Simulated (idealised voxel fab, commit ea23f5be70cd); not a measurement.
Process module under the name voxel released beams
Displayed cross-section: cut, width of 170 nm, square cells sized 5 nm.
In this document a cross-section is written as a grid of square cells. It is given as a series of bands, listed from the top down, and a band is one or more rows of cells.
In this notation a band is specified by the heights of its top and bottom, in that order and in nm, after which its materials appear from left to right, each paired with its width in nm. The word "all across" attached to a single material means that material fills the band from edge to edge; the word "empty" stands for empty space.
Height 0 is the level under which the wafer as received is all one material. The lowest band goes on downwards, as in "0 nm and below".
It should be noted that a width expressed as "30 to 40" varies in equal increments from row to row of cells within the band, taking the value of the first number at the top row and that of the second number at the bottom row.
"identical to before" for a step: no cell of the cross-section changed in that step.
Closed-off voids of 8+ cells (no open route to the top) go in "Sealed cavities", written width x height at distance from the left edge, in nm.
If you see something after the settings on a step's line, that's the simulator's own remark about that step.
A step's line can hold "overlay nm"; with a mask on that step, the setting says how far right of the planned place the mask lay, while a negative setting says it lay to the left.
**Listed below are the process steps as planned**
1. RECEIVE (material Si)
2. CONFORMAL_DEP (material Al2O3; thk nm 5)
3. DIRECTIONAL_DEP (material SiO2; thk nm 5)
4. DIRECTIONAL_DEP (material aC; thk nm 10)
5. PATTERN (tone open; mask id ANCHOR; material resist; width nm 35; thk nm 25; overlay nm 0)
6. DIRECTIONAL_ETCH (etch materials aC; depth nm 10)
7. STRIP (etch materials resist)
8. DIRECTIONAL_ETCH (etch materials SiO2; depth nm 10)
9. STRIP (etch materials aC)
10. CONFORMAL_DEP (material SiN; thk nm 10)
11. DIRECTIONAL_DEP (material aC; thk nm 10)
12. PATTERN (tone cover; mask id BEAM; material resist; width nm 90; thk nm 30; overlay nm 0)
13. DIRECTIONAL_ETCH (etch materials aC; depth nm 10)
14. STRIP (etch materials resist)
15. DIRECTIONAL_ETCH (etch materials SiN; depth nm 10)
16. STRIP (etch materials aC)
17. STRIP (etch materials SiO2)
Heads up: all these wafers start the same, and what changes between them is the thk nm in step 3. The value you see in the plan is just what the first wafer got.
**first wafer as received, after step 1**
* 0 nm and below | Si all across
* Sealed cavities: none
**Gained (+) or lost (-) cells of each material since receipt, then closed voids: one row per wafer, at the end of the module**
thk nm 5 | +34 Al2O3 | +40 SiN | Sealed cavities: none
thk nm 10 | +34 Al2O3 | +44 SiN | Sealed cavities: none
thk nm 15 | +34 Al2O3 | Sealed cavities: none
thk nm 20 | +34 Al2O3 | Sealed cavities: none
thk nm 25 | +34 Al2O3 | Sealed cavities: none
